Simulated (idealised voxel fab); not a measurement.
process module | voxel gate over fins
Cross-section cut spans 265 nm and uses square cells 5 nm in size.
For the purposes of this document, a cross-section shall be understood as a grid of square cells, specified as bands listed in top-to-bottom order, each band consisting of one or more rows of cells.
Quick guide to a band line: top height, bottom height (nm) up front; then every material left to right with its width in nm. Only one material and it's marked "full width"? Then it fills the band edge to edge. And "empty" just means empty space.
Heights are expressed relative to 0, this being the level below which the as-received wafer comprises one material exclusively. The lowest band is unbounded in the downward direction and is denoted as in "from 0 down".
The notation "30->40" denotes a width that varies across the rows of cells in the band, beginning at the first number in the top row, finishing at the second number in the bottom row, and changing by an identical amount from each row to the next.
A step reported as "remains unaltered" is a step in which no cell of the cross-section changed.
"Unvented cavities" means: voids of 8 cells or more that are shut off from the top with no open way through. Written width x height at distance, distance from the left edge, in nm.
Where a step's line continues beyond its settings, the continuation is a remark by the simulator itself on that step.
You can add "overlay nm" to a step's line. For a step with a mask, it describes how far the mask lay to the right of its planned position, and a negative number describes a lay to the left.
Process steps - plan
1) RECEIVE (material Si)
2) CONFORMAL_DEP (material SiN; thk nm 5)
3) MASKED_ETCH (tone cover; mask id FINS; width nm 15; pitch nm 50; etch materials SiN; depth nm 5; overlay nm 0)
4) MASKED_ETCH (tone cover; mask id FINS; width nm 15; pitch nm 50; etch materials Si; depth nm 35; overlay nm 0)
5) FILL_DEP (material SiO2; thk nm 5)
6) CMP (height nm 5)
7) DIRECTIONAL_DEP (material aC; thk nm 15)
8) PATTERN (tone open; mask id RAIL; material resist; width nm 15; thk nm 35; overlay nm 0)
9) DIRECTIONAL_ETCH (etch materials aC; depth nm 15)
10) STRIP (etch materials resist)
11) DIRECTIONAL_ETCH (etch materials SiO2; depth nm 35)
12) STRIP (etch materials aC)
13) CONFORMAL_DEP (material TiN; thk nm 5)
14) FILL_DEP (material W; thk nm 5)
15) CMP (height nm 5)
16) SELECTIVE_ETCH (etch materials W Ru TiN; depth nm 30)
17) FILL_DEP (material SiO2; thk nm 5)
18) CMP (height nm 5)
19) SELECTIVE_ETCH (etch materials SiO2; depth nm 20)
20) STRIP (etch materials SiN)
21) CONFORMAL_DEP (material HfO2; thk nm 5)
22) CONFORMAL_DEP (material TiN; thk nm 5)
23) FILL_DEP (material W; thk nm 15)
24) CMP (height nm 20)
25) CONFORMAL_DEP (material SiN; thk nm 10)
Cross-section of the incoming wafer, state after step 1
* from 0 down: Si full width
* Unvented cavities: none
Run as planned - first of the two wafers cross-sectioned at the end of the module
* from 30 to 20: SiN full width
* from 20 to 10: W full width
* from 10 to 5: W 65 nm, then TiN 35 nm, then W 15 nm, then TiN 35 nm, then W 15 nm, then TiN 35 nm, then W 65 nm
* from 5 to 0: W 65 nm, then TiN 5 nm, then HfO2 25 nm, then TiN 5 nm, then W 15 nm, then TiN 5 nm, then HfO2 25 nm, then TiN 5 nm, then W 15 nm, then TiN 5 nm, then HfO2 25 nm, then TiN 5 nm, then W 65 nm
* from 0 to -5: W 65 nm, then TiN 5 nm, then HfO2 5 nm, then Si 15 nm, then HfO2 5 nm, then TiN 5 nm, then W 15 nm, then TiN 5 nm, then HfO2 5 nm, then Si 15 nm, then HfO2 5 nm, then TiN 5 nm, then W 15 nm, then TiN 5 nm, then HfO2 5 nm, then Si 15 nm, then HfO2 5 nm, then TiN 5 nm, then W 65 nm
* from -5 to -10: TiN 70 nm, then HfO2 5 nm, then Si 15 nm, then HfO2 5 nm, then TiN 25 nm, then HfO2 5 nm, then Si 15 nm, then HfO2 5 nm, then TiN 25 nm, then HfO2 5 nm, then Si 15 nm, then HfO2 5 nm, then TiN 70 nm
* from -10 to -15: HfO2 75 nm, then Si 15 nm, then HfO2 35 nm, then Si 15 nm, then HfO2 35 nm, then Si 15 nm, then HfO2 75 nm
* from -15 to -25: SiO2 75 nm, then Si 15 nm, then SiO2 35 nm, then Si 15 nm, then SiO2 35 nm, then Si 15 nm, then SiO2 75 nm
* from -25 to -30: SiO2 75 nm, then Si 15 nm, then SiO2 10 nm, then TiN 15 nm, then SiO2 10 nm, then Si 15 nm, then SiO2 35 nm, then Si 15 nm, then SiO2 75 nm
* from -30 to -35: SiO2 75 nm, then Si 15 nm, then SiO2 35 nm, then Si 15 nm, then SiO2 35 nm, then Si 15 nm, then SiO2 75 nm
* from -35 down: Si full width
* Unvented cavities: none
Second wafer of the two, sectioned at the end of the module. It began like the first and followed the same plan, but one mistake was made while running it
* from 30 to 20: SiN full width
* from 20 to 10: W full width
* from 10 to 5: W 65 nm, then TiN 35 nm, then W 15 nm, then TiN 35 nm, then W 15 nm, then TiN 35 nm, then W 65 nm
* from 5 to 0: W 65 nm, then TiN 5 nm, then HfO2 25 nm, then TiN 5 nm, then W 15 nm, then TiN 5 nm, then HfO2 25 nm, then TiN 5 nm, then W 15 nm, then TiN 5 nm, then HfO2 25 nm, then TiN 5 nm, then W 65 nm
* from 0 to -5: W 65 nm, then TiN 5 nm, then HfO2 5 nm, then Si 15 nm, then HfO2 5 nm, then TiN 5 nm, then W 15 nm, then TiN 5 nm, then HfO2 5 nm, then Si 15 nm, then HfO2 5 nm, then TiN 5 nm, then W 15 nm, then TiN 5 nm, then HfO2 5 nm, then Si 15 nm, then HfO2 5 nm, then TiN 5 nm, then W 65 nm
* from -5 to -10: TiN 70 nm, then HfO2 5 nm, then Si 15 nm, then HfO2 5 nm, then TiN 5 nm, then W 15 nm, then TiN 5 nm, then HfO2 5 nm, then Si 15 nm, then HfO2 5 nm, then TiN 5 nm, then W 15 nm, then TiN 5 nm, then HfO2 5 nm, then Si 15 nm, then HfO2 5 nm, then TiN 70 nm
* from -10 to -15: HfO2 60 nm, then TiN 10 nm, then HfO2 5 nm, then Si 15 nm, then HfO2 5 nm, then TiN 25 nm, then HfO2 5 nm, then Si 15 nm, then HfO2 5 nm, then TiN 25 nm, then HfO2 5 nm, then Si 15 nm, then HfO2 5 nm, then TiN 10 nm, then HfO2 60 nm
* from -15 to -20: SiO2 55 nm, then HfO2 20 nm, then Si 15 nm, then HfO2 35 nm, then Si 15 nm, then HfO2 35 nm, then Si 15 nm, then HfO2 20 nm, then SiO2 55 nm
* from -20 to -25: SiO2 75 nm, then Si 15 nm, then SiO2 35 nm, then Si 15 nm, then SiO2 35 nm, then Si 15 nm, then SiO2 75 nm
* from -25 to -30: SiO2 75 nm, then Si 15 nm, then SiO2 10 nm, then TiN 15 nm, then SiO2 10 nm, then Si 15 nm, then SiO2 35 nm, then Si 15 nm, then SiO2 75 nm
* from -30 to -35: SiO2 75 nm, then Si 15 nm, then SiO2 35 nm, then Si 15 nm, then SiO2 35 nm, then Si 15 nm, then SiO2 75 nm
* from -35 down: Si full width
* Unvented cavities: none
Which mistake was made when the wafer was run? steps 19 and 20 run out of order (swapped)
Cell-count delta at end, second wafer over first, by material: HfO2: 8 more | SiO2: 22 fewer | TiN: 8 more | W: 6 more
